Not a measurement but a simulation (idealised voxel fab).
The following process module bears the name voxel double patterning.
Xsec cut, 270 nm wide, square cell size 5 nm.
In this document a cross-section is written as a grid of square cells. It is given as a series of bands, listed from the top down, and a band is one or more rows of cells. Each band's line starts with the height of the band's top and of its bottom, in nm. Then come its materials from left to right, each with its width in nm. One material with "full width" fills the band from edge to edge. "air" is empty space. Height 0 is the level under which the wafer as received is all one material. The lowest band goes on downwards, as in "0 down". Top row gets the first number, bottom row gets the second, and each row in between changes by the same step: that is how a band width like "30->40" works. It should be understood that the words "nothing was modified", when stated for a given step, signify that the cross-section underwent no change in any of its cells during that step. Look at "Fully sealed cavities" for the closed voids: empty spaces with no open path to the top, sized 8 cells or up. Each is width x height at distance, distance from the left edge, all nm. Text after the settings on a step's line: the simulator's own remark on that step. A step line may carry the setting "overlay nm", which, for steps involving a mask, states the distance by which the mask lay to the right of its intended position; negative values denote displacement to the left.

### Intended process steps
1 RECEIVE [material Si]
2 CONFORMAL_DEP [material SiO2] [thk nm 10]
3 DIRECTIONAL_DEP [material TiN] [thk nm 20]
4 DIRECTIONAL_DEP [material SiN] [thk nm 5]
5 DIRECTIONAL_DEP [material aC] [thk nm 10]
6 PATTERN [tone open] [mask id FIRST] [material resist] [width nm 15] [pitch nm 50] [thk nm 30] [overlay nm 0]
7 DIRECTIONAL_ETCH [etch materials aC] [depth nm 10]
8 STRIP [etch materials resist]
9 DIRECTIONAL_ETCH [etch materials SiN] [depth nm 5]
10 STRIP [etch materials aC]
11 DIRECTIONAL_DEP [material aC] [thk nm 10]
12 PATTERN [tone open] [mask id SECOND] [material resist] [width nm 15] [pitch nm 50] [thk nm 30] [overlay nm 0]
13 DIRECTIONAL_ETCH [etch materials aC] [depth nm 10]
14 STRIP [etch materials resist]
15 DIRECTIONAL_ETCH [etch materials SiN] [depth nm 5]
16 STRIP [etch materials aC]
17 DIRECTIONAL_ETCH [etch materials TiN] [depth nm 20]
18 STRIP [etch materials SiN]

### Cross-section: wafer on arrival = after step 1
    0 down = Si full width
    Fully sealed cavities: none

### The following cross-section depicts the wafer upon conclusion of the module. Processing commenced from the starting condition illustrated above and adhered to the plan illustrated above, save for one mistake in execution
    30 to 10 = air (100) | TiN (15) | air (35) | TiN (15) | air (105)
    10 to 0 = SiO2 full width
    0 down = Si full width
    Fully sealed cavities: none
Want to know what went wrong? step 12 was processed under conditions differing from the plan, specifically as PATTERN [tone cover] [mask id SECOND] [material resist] [width nm 15] [pitch nm 50] [thk nm 30] [overlay nm 0]
